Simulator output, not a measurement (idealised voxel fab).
process module | voxel wiring stack
cross-section cut | 255 nm wide | cells 5 nm
A cross-section is a grid of square cells, given in bands from the top down. A band is one or more rows of cells.
Each band's line starts with the height of the band's top and of its bottom, in nm. Then come its materials from left to right, each with its width in nm. One material with "throughout" fills the band from edge to edge. "air" is empty space.
Height 0 is the level under which the wafer as received is all one material. The lowest band goes on downwards, as in "0 down".
A width such as "30 to 40" changes by the same amount from each row of cells to the next, from the band's top row to its bottom row.
"no change" after a step means that no cell of the cross-section changed.
closed voids: empty space of 8 cells or more with no open way to the top, each as width x height at its distance from the left edge, in nm
after a step's settings: what the simulator itself notes on the step
overlay nm, on a step with a mask: how far to the right of its planned place the mask lay; to the left if negative
plan
1 op RECEIVE | material Si
2 op CONFORMAL_DEP | material SiO2 | thk nm 10
3 op CONFORMAL_DEP | material SiCN | thk nm 5
4 op DIRECTIONAL_DEP | material SiO2 | thk nm 20
5 op DIRECTIONAL_DEP | material aC | thk nm 10
6 op PATTERN | tone open | mask id METAL_1 | material resist | width nm 30 | pitch nm 55 | thk nm 30 | overlay nm 0
7 op DIRECTIONAL_ETCH | etch materials aC | depth nm 10
8 op STRIP | etch materials resist
9 op DIRECTIONAL_ETCH | etch materials SiO2 | depth nm 20
10 op DIRECTIONAL_ETCH | etch materials SiCN | depth nm 5
11 op STRIP | etch materials aC
12 op CONFORMAL_DEP | material TiN | thk nm 5
13 op FILL_DEP | material Ru | thk nm 10
14 op CMP | height nm 35
15 op CONFORMAL_DEP | material SiCN | thk nm 5
16 op DIRECTIONAL_DEP | material lowk | thk nm 20
17 op DIRECTIONAL_DEP | material aC | thk nm 15
18 op PATTERN | tone open | mask id PLUG_1 | material resist | width nm 15 | thk nm 35 | overlay nm 0
19 op DIRECTIONAL_ETCH | etch materials aC | depth nm 15
20 op STRIP | etch materials resist
21 op DIRECTIONAL_ETCH | etch materials lowk | depth nm 20
22 op DIRECTIONAL_ETCH | etch materials SiCN | depth nm 5
23 op STRIP | etch materials aC
24 op CONFORMAL_DEP | material TiN | thk nm 5
25 op FILL_DEP | material Cu | thk nm 10
26 op CMP | height nm 60
27 op CONFORMAL_DEP | material SiN | thk nm 5
28 op DIRECTIONAL_DEP | material SiO2 | thk nm 25
29 op MASKED_ETCH | tone open | mask id METAL_2 | width nm 30 | pitch nm 55 | etch materials SiO2 | depth nm 25 | overlay nm -15
30 op MASKED_ETCH | tone open | mask id METAL_2 | width nm 30 | pitch nm 55 | etch materials SiN | depth nm 5 | overlay nm 0
31 op CONFORMAL_DEP | material TiN | thk nm 5
32 op FILL_DEP | material Ru | thk nm 5
33 op CMP | height nm 90
34 op CONFORMAL_DEP | material SiN | thk nm 5
varied across the wafers: overlay nm of step 29. The plan shows the first wafer's value. All wafers start alike
first wafer as received, after step 1
  0 down: Si throughout
  closed voids: none
each wafer at the end: cells of each material gained (+) or lost (-) since it was received, then its closed voids
overlay nm -15 | +4 Cu | +66 Ru | +87 SiCN | +96 SiN | +453 SiO2 | +71 TiN | +192 lowk | closed voids: none
overlay nm -10 | +4 Cu | +68 Ru | +87 SiCN | +94 SiN | +453 SiO2 | +71 TiN | +192 lowk | closed voids: none
overlay nm -5 | +4 Cu | +70 Ru | +87 SiCN | +92 SiN | +453 SiO2 | +71 TiN | +192 lowk | closed voids: none
overlay nm 0 | +4 Cu | +72 Ru | +87 SiCN | +90 SiN | +453 SiO2 | +71 TiN | +192 lowk | closed voids: none
overlay nm 5 | +4 Cu | +70 Ru | +87 SiCN | +92 SiN | +453 SiO2 | +71 TiN | +192 lowk | closed voids: none
overlay nm 10 | +4 Cu | +68 Ru | +87 SiCN | +94 SiN | +453 SiO2 | +71 TiN | +192 lowk | closed voids: none
overlay nm 15 | +4 Cu | +66 Ru | +87 SiCN | +96 SiN | +453 SiO2 | +71 TiN | +192 lowk | closed voids: none
